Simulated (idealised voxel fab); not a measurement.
Presented below is a process module, voxel tone inversion.
Square cells of 5 nm make up the cross-section cut, whose width is 215 nm.
For the purposes of this document, a cross-section shall be understood as a grid of square cells, specified as bands listed in top-to-bottom order, each band consisting of one or more rows of cells.
Read a band's entry like this: the first values are the height of its top and the height of its bottom in nm, and what follows is the sequence of materials from left to right, each with its width in nm. Note that "air" is empty space, and that a single material marked "full width" reaches across the band from edge to edge.
Zero point of the height axis is 0; under it, received wafer = one material. Lowest band: continues down indefinitely, "z 0 and below".
When a width is written as two numbers, as in "30..40", the first number is the width in the top row of cells of the band and the second is the width in its bottom row, and the width changes by the same amount from each row to the next.
"no modifications" for a step: no cell of the cross-section changed in that step.
Entry "Listed closed voids" = empty spaces >= 8 cells with no open way to the top; each as width x height at distance, distance from left edge, all nm.
Post-settings text on a step line: simulator's own remark regarding the step.
"overlay nm", when on a step's line for a step with a mask, measures how far to the right of its planned place the mask lay; a negative measure means to the left.

[Set out below are the planned steps of the process]
1 RECEIVE (material Si)
2 CONFORMAL_DEP (material SiN; thk nm 5)
3 DIRECTIONAL_DEP (material polySi; thk nm 15)
4 PATTERN (tone cover; mask id POSTS; material resist; width nm 20; pitch nm 40; thk nm 20; overlay nm 0)
5 DIRECTIONAL_ETCH (etch materials polySi; depth nm 15)
6 STRIP (etch materials resist)
7 FILL_DEP (material SiO2; thk nm 5)
8 CMP (height nm 20)
9 STRIP (etch materials polySi)

[Step 1 complete: cross-section of the wafer as received]
	z 0 and below: Si full width
	Listed closed voids: none

[One mistake in running the module, otherwise start and plan as above: cross-section at the end]
	z 20 to 15: SiO2 full width
	z 15 to 0: SiO2=35 | polySi=20 | SiO2=20 | polySi=20 | SiO2=20 | polySi=20 | SiO2=20 | polySi=20 | SiO2=40
	z 0 and below: Si full width
	Listed closed voids: none
What was the processing mistake? the run left out plan step 2 entirely, so it was never executed
